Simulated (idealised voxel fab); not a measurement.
This is a process module. Its name is voxel plated lines.
For reference, the cross-section in this document is cut, with width 260 nm and square cells of 5 nm.
How to read a cross-section here: the picture is a grid of square cells, written as bands going from the top down, and any band can span one or more rows of cells. What a band's entry tells you: where the top is and where the bottom is, as heights in nm, and after that what lies inside, material by material from left to right, each with its width in nm. Empty space is written as the word "air", and a single material marked with the word "throughout" occupies the band from edge to edge. Heads up on the height convention: 0 is the point under which the incoming wafer is all one material, and the lowest band has no bottom, it just keeps going down, like "0 nm and below". It should be noted that a width expressed as "30 to 40" varies in equal increments from row to row of cells within the band, taking the value of the first number at the top row and that of the second number at the bottom row. "identical to before" for a step: no cell of the cross-section changed in that step. What "Enclosed void list" gives you is every empty space of 8 cells or more that is cut off from the top. Each appears as width x height at distance, with the distance taken from the left edge and width, height and distance all in nm. On each step's line, the part that comes after the settings is the simulator's own comment on the step. On any step carrying a mask, the "overlay nm" setting, if present on the step's line, tells how far right of its planned place the mask lay; negative values point to the left.

Planned step list for the process
| 1 | RECEIVE (material Si) |
| 2 | CONFORMAL_DEP (material SiO2; thk nm 5) |
| 3 | DIRECTIONAL_DEP (material TiN; thk nm 5) |
| 4 | PATTERN (tone open; mask id LINES; material resist; width nm 30; pitch nm 50; thk nm 35; overlay nm 0) |
| 5 | EPI (material Ru; thk nm 5) |
| 6 | EPI (material Ru; thk nm 10) |
| 7 | EPI (material Ru; thk nm 5) |
| 8 | STRIP (etch materials resist) |
| 9 | DIRECTIONAL_ETCH (etch materials TiN; depth nm 5) |
| 10 | CONFORMAL_DEP (material SiO2; thk nm 10) |

The first of two wafers, run as planned

As received (post step 1): cross-section
	0 nm and below = Si throughout
	Enclosed void list: none

After step 2: wafer cross-section
	5 nm to 0 nm = SiO2 throughout
	Below 0, the layers are the same as they were.

After step 3: wafer cross-section
	10 nm to 5 nm = TiN throughout
	Below 5, the layers are the same as they were.

After step 4: wafer cross-section
	45 nm to 10 nm = 40 of resist, then 30 of air, then 20 of resist, then 30 of air, then 20 of resist, then 30 of air, then 20 of resist, then 30 of air, then 40 of resist
	Below 10, the layers are the same as they were.

After step 5: wafer cross-section
	45 nm to 15 nm = 40 of resist, then 30 of air, then 20 of resist, then 30 of air, then 20 of resist, then 30 of air, then 20 of resist, then 30 of air, then 40 of resist
	15 nm to 10 nm = 40 of resist, then 30 of Ru, then 20 of resist, then 30 of Ru, then 20 of resist, then 30 of Ru, then 20 of resist, then 30 of Ru, then 40 of resist
	Below 10, the layers are the same as they were.

After step 6: wafer cross-section
	45 nm to 25 nm = 40 of resist, then 30 of air, then 20 of resist, then 30 of air, then 20 of resist, then 30 of air, then 20 of resist, then 30 of air, then 40 of resist
	25 nm to 10 nm = 40 of resist, then 30 of Ru, then 20 of resist, then 30 of Ru, then 20 of resist, then 30 of Ru, then 20 of resist, then 30 of Ru, then 40 of resist
	Below 10, the layers are the same as they were.

After step 7: wafer cross-section
	45 nm to 30 nm = 40 of resist, then 30 of air, then 20 of resist, then 30 of air, then 20 of resist, then 30 of air, then 20 of resist, then 30 of air, then 40 of resist
	30 nm to 10 nm = 40 of resist, then 30 of Ru, then 20 of resist, then 30 of Ru, then 20 of resist, then 30 of Ru, then 20 of resist, then 30 of Ru, then 40 of resist
	Below 10, the layers are the same as they were.

After step 8: wafer cross-section
	30 nm to 10 nm = 40 of air, then 30 of Ru, then 20 of air, then 30 of Ru, then 20 of air, then 30 of Ru, then 20 of air, then 30 of Ru, then 40 of air
	Below 10, the layers are the same as they were.

After step 9: wafer cross-section
	30 nm to 10 nm = 40 of air, then 30 of Ru, then 20 of air, then 30 of Ru, then 20 of air, then 30 of Ru, then 20 of air, then 30 of Ru, then 40 of air
	10 nm to 5 nm = 40 of air, then 30 of TiN, then 20 of air, then 30 of TiN, then 20 of air, then 30 of TiN, then 20 of air, then 30 of TiN, then 40 of air
	Below 5, the layers are the same as they were.

After step 10: wafer cross-section
	40 nm to 30 nm = 30 of air, then 200 of SiO2, then 30 of air
	30 nm to 15 nm = 30 of air, then 10 of SiO2, then 30 of Ru, then 20 of SiO2, then 30 of Ru, then 20 of SiO2, then 30 of Ru, then 20 of SiO2, then 30 of Ru, then 10 of SiO2, then 30 of air
	15 nm to 10 nm = 40 of SiO2, then 30 of Ru, then 20 of SiO2, then 30 of Ru, then 20 of SiO2, then 30 of Ru, then 20 of SiO2, then 30 of Ru, then 40 of SiO2
	10 nm to 5 nm = 40 of SiO2, then 30 of TiN, then 20 of SiO2, then 30 of TiN, then 20 of SiO2, then 30 of TiN, then 20 of SiO2, then 30 of TiN, then 40 of SiO2
	Below 5, the layers are the same as they were.

The remaining wafer, second of the two, started like the first and was run to the same plan, except that one mistake was made along the way; the two coincide through step 3, inclusive

Cross-section of the second wafer when, according to plan, step 4 should have finished
	45 nm to 10 nm = 40 of air, then 30 of resist, then 20 of air, then 30 of resist, then 20 of air, then 30 of resist, then 20 of air, then 30 of resist, then 40 of air
	Below 10, the layers are the same as they were.

Cross-section of the second wafer when, according to plan, step 5 should have finished
	45 nm to 15 nm = 40 of air, then 30 of resist, then 20 of air, then 30 of resist, then 20 of air, then 30 of resist, then 20 of air, then 30 of resist, then 40 of air
	15 nm to 10 nm = 40 of Ru, then 30 of resist, then 20 of Ru, then 30 of resist, then 20 of Ru, then 30 of resist, then 20 of Ru, then 30 of resist, then 40 of Ru
	Below 10, the layers are the same as they were.

Cross-section of the second wafer when, according to plan, step 6 should have finished
	45 nm to 25 nm = 40 of air, then 30 of resist, then 20 of air, then 30 of resist, then 20 of air, then 30 of resist, then 20 of air, then 30 of resist, then 40 of air
	25 nm to 10 nm = 40 of Ru, then 30 of resist, then 20 of Ru, then 30 of resist, then 20 of Ru, then 30 of resist, then 20 of Ru, then 30 of resist, then 40 of Ru
	Below 10, the layers are the same as they were.

Cross-section of the second wafer when, according to plan, step 7 should have finished
	45 nm to 30 nm = 40 of air, then 30 of resist, then 20 of air, then 30 of resist, then 20 of air, then 30 of resist, then 20 of air, then 30 of resist, then 40 of air
	30 nm to 10 nm = 40 of Ru, then 30 of resist, then 20 of Ru, then 30 of resist, then 20 of Ru, then 30 of resist, then 20 of Ru, then 30 of resist, then 40 of Ru
	Below 10, the layers are the same as they were.

Cross-section of the second wafer when, according to plan, step 8 should have finished
	30 nm to 10 nm = 40 of Ru, then 30 of air, then 20 of Ru, then 30 of air, then 20 of Ru, then 30 of air, then 20 of Ru, then 30 of air, then 40 of Ru
	Below 10, the layers are the same as they were.

Cross-section of the second wafer when, according to plan, step 9 should have finished
	30 nm to 10 nm = 40 of Ru, then 30 of air, then 20 of Ru, then 30 of air, then 20 of Ru, then 30 of air, then 20 of Ru, then 30 of air, then 40 of Ru
	10 nm to 5 nm = 40 of TiN, then 30 of air, then 20 of TiN, then 30 of air, then 20 of TiN, then 30 of air, then 20 of TiN, then 30 of air, then 40 of TiN
	Below 5, the layers are the same as they were.

Cross-section of the second wafer when, according to plan, step 10 should have finished
	40 nm to 30 nm = 50 of SiO2, then 10 of air, then 40 of SiO2, then 10 of air, then 40 of SiO2, then 10 of air, then 40 of SiO2, then 10 of air, then 50 of SiO2
	30 nm to 15 nm = 40 of Ru, then 10 of SiO2, then 10 of air, then 10 of SiO2, then 20 of Ru, then 10 of SiO2, then 10 of air, then 10 of SiO2, then 20 of Ru, then 10 of SiO2, then 10 of air, then 10 of SiO2, then 20 of Ru, then 10 of SiO2, then 10 of air, then 10 of SiO2, then 40 of Ru
	15 nm to 10 nm = 40 of Ru, then 30 of SiO2, then 20 of Ru, then 30 of SiO2, then 20 of Ru, then 30 of SiO2, then 20 of Ru, then 30 of SiO2, then 40 of Ru
	10 nm to 5 nm = 40 of TiN, then 30 of SiO2, then 20 of TiN, then 30 of SiO2, then 20 of TiN, then 30 of SiO2, then 20 of TiN, then 30 of SiO2, then 40 of TiN
	Below 5, the layers are the same as they were.
Finding, execution versus plan: the process deviated at step 4: the operation and settings actually run there were PATTERN (tone cover; mask id LINES; material resist; width nm 30; pitch nm 50; thk nm 35; overlay nm 0)
Once processing is complete, comparing cell counts shows that the second wafer has more or fewer of certain materials than the first: 16 more of Ru | 4 more of TiN
